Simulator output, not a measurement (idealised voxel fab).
The process module presented herein is designated voxel gate over fins.
The width of the displayed cross-section, cut, is 160 nm; its cells are square, with a size of 5 nm.
When this document writes out a cross-section, it uses a grid of square cells and lists it as bands, beginning at the top and moving down, with a band standing for one or more rows of cells.
In this notation a band is specified by the heights of its top and bottom, in that order and in nm, after which its materials appear from left to right, each paired with its width in nm. The word "full width" attached to a single material means that material fills the band from edge to edge; the word "air" stands for empty space.
Below 0: as-received wafer, all one material; heights counted from there. Lowest band: no bottom, goes on down, written "0..down".
When a width is written as two numbers, as in "30 to 40", the first number is the width in the top row of cells of the band and the second is the width in its bottom row, and the width changes by the same amount from each row to the next.
"nothing different" after a step means that no cell of the cross-section changed.
If an empty space has no open way to the top and is at least 8 cells in size, "Unvented voids" lists it, written width x height at distance, where distance is measured from the left edge and every value is in nm.
It should be noted that, on the line of a given step, the content following the step's settings is a remark produced by the simulator itself with respect to that step.
If you see "overlay nm" on a step's line and that step has a mask, it's telling you how far right of where it was planned the mask ended up; a negative number means it went left instead.
Process steps (planned):
1: RECEIVE, material Si
2: CONFORMAL_DEP, material SiN, thk nm 5
3: DIRECTIONAL_DEP, material aC, thk nm 15
4: PATTERN, tone cover, mask id FINS, material resist, width nm 15, pitch nm 60, thk nm 30, overlay nm 0
5: DIRECTIONAL_ETCH, etch materials aC, depth nm 15
6: STRIP, etch materials resist
7: DIRECTIONAL_ETCH, etch materials SiN, depth nm 5
8: DIRECTIONAL_ETCH, etch materials Si, depth nm 40
9: STRIP, etch materials aC
10: OXIDIZE, depth nm 5
11: FILL_DEP, material SiO2, thk nm 10
12: CMP, height nm 5
13: DIRECTIONAL_DEP, material aC, thk nm 15
14: PATTERN, tone open, mask id RAIL, material resist, width nm 15, thk nm 35, overlay nm 0
15: DIRECTIONAL_ETCH, etch materials aC, depth nm 15
16: STRIP, etch materials resist
17: DIRECTIONAL_ETCH, etch materials SiO2, depth nm 40
18: STRIP, etch materials aC
19: CONFORMAL_DEP, material TiN, thk nm 5
20: FILL_DEP, material W, thk nm 5
21: CMP, height nm 5
22: SELECTIVE_ETCH, etch materials W Ru TiN, depth nm 20
23: FILL_DEP, material SiO2, thk nm 5
24: CMP, height nm 5
25: SELECTIVE_ETCH, etch materials SiO2, depth nm 15
26: STRIP, etch materials SiN
27: CONFORMAL_DEP, material HfO2, thk nm 5
28: CONFORMAL_DEP, material TiN, thk nm 5
29: CONFORMAL_DEP, material TiAl, thk nm 5
30: CONFORMAL_DEP, material TiN, thk nm 5
31: FILL_DEP, material W, thk nm 15
32: CMP, height nm 30
33: CONFORMAL_DEP, material SiCN, thk nm 10
Here's what the wafer looked like in cross-section when it arrived - that's after step 1:
0..down = Si full width
Unvented voids: none
Cross-section, first of two wafers, end of module, run as planned:
40..30 = SiCN full width
30..20 = W full width
20..15 = W 25 nm, then TiN 45 nm, then W 15 nm, then TiN 45 nm, then W 30 nm
15..10 = W 25 nm, then TiN 5 nm, then TiAl 35 nm, then TiN 5 nm, then W 15 nm, then TiN 5 nm, then TiAl 35 nm, then TiN 5 nm, then W 30 nm
10..5 = TiN 30 nm, then TiAl 5 nm, then TiN 25 nm, then TiAl 5 nm, then TiN 25 nm, then TiAl 5 nm, then TiN 25 nm, then TiAl 5 nm, then TiN 35 nm
5..0 = TiAl 35 nm, then TiN 5 nm, then HfO2 15 nm, then TiN 5 nm, then TiAl 35 nm, then TiN 5 nm, then HfO2 15 nm, then TiN 5 nm, then TiAl 40 nm
0..-5 = TiN 40 nm, then HfO2 5 nm, then Si 5 nm, then HfO2 5 nm, then TiN 45 nm, then HfO2 5 nm, then Si 5 nm, then HfO2 5 nm, then TiN 45 nm
-5..-10 = HfO2 45 nm, then Si 5 nm, then HfO2 55 nm, then Si 5 nm, then HfO2 50 nm
-10..-15 = SiO2 45 nm, then Si 5 nm, then SiO2 55 nm, then Si 5 nm, then SiO2 50 nm
-15..-30 = SiO2 45 nm, then Si 5 nm, then SiO2 20 nm, then TiN 5 nm, then W 5 nm, then TiN 5 nm, then SiO2 20 nm, then Si 5 nm, then SiO2 50 nm
-30..-35 = SiO2 45 nm, then Si 5 nm, then SiO2 20 nm, then TiN 15 nm, then SiO2 20 nm, then Si 5 nm, then SiO2 50 nm
-35..-45 = SiO2 45 nm, then Si 5 nm, then SiO2 55 nm, then Si 5 nm, then SiO2 50 nm
-45..down = Si full width
Unvented voids: none
The second wafer, shown in cross-section after the module: started the same way as the first and given the same plan, yet one mistake crept into how it was run:
40..30 = SiCN full width
30..20 = W full width
20..15 = W 20 nm, then TiN 45 nm, then W 15 nm, then TiN 45 nm, then W 35 nm
15..10 = W 20 nm, then TiN 5 nm, then TiAl 35 nm, then TiN 5 nm, then W 15 nm, then TiN 5 nm, then TiAl 35 nm, then TiN 5 nm, then W 35 nm
10..5 = TiN 25 nm, then TiAl 5 nm, then TiN 25 nm, then TiAl 5 nm, then TiN 25 nm, then TiAl 5 nm, then TiN 25 nm, then TiAl 5 nm, then TiN 40 nm
5..0 = TiAl 30 nm, then TiN 5 nm, then HfO2 15 nm, then TiN 5 nm, then TiAl 35 nm, then TiN 5 nm, then HfO2 15 nm, then TiN 5 nm, then TiAl 45 nm
0..-5 = TiN 35 nm, then HfO2 5 nm, then Si 5 nm, then HfO2 5 nm, then TiN 45 nm, then HfO2 5 nm, then Si 5 nm, then HfO2 5 nm, then TiN 50 nm
-5..-10 = HfO2 40 nm, then Si 5 nm, then HfO2 55 nm, then Si 5 nm, then HfO2 55 nm
-10..-15 = SiO2 40 nm, then Si 5 nm, then SiO2 55 nm, then Si 5 nm, then SiO2 55 nm
-15..-30 = SiO2 40 nm, then Si 5 nm, then SiO2 25 nm, then TiN 5 nm, then W 5 nm, then TiN 5 nm, then SiO2 15 nm, then Si 5 nm, then SiO2 55 nm
-30..-35 = SiO2 40 nm, then Si 5 nm, then SiO2 25 nm, then TiN 15 nm, then SiO2 15 nm, then Si 5 nm, then SiO2 55 nm
-35..-45 = SiO2 40 nm, then Si 5 nm, then SiO2 55 nm, then Si 5 nm, then SiO2 55 nm
-45..down = Si full width
Unvented voids: none
In executing the process, a mistake was made relative to the plan: step 4, actual vs plan mismatch, actual run PATTERN, tone cover, mask id FINS, material resist, width nm 15, pitch nm 60, thk nm 30, overlay nm -5
Cell counts per material: same on both final wafers. Positions: different.
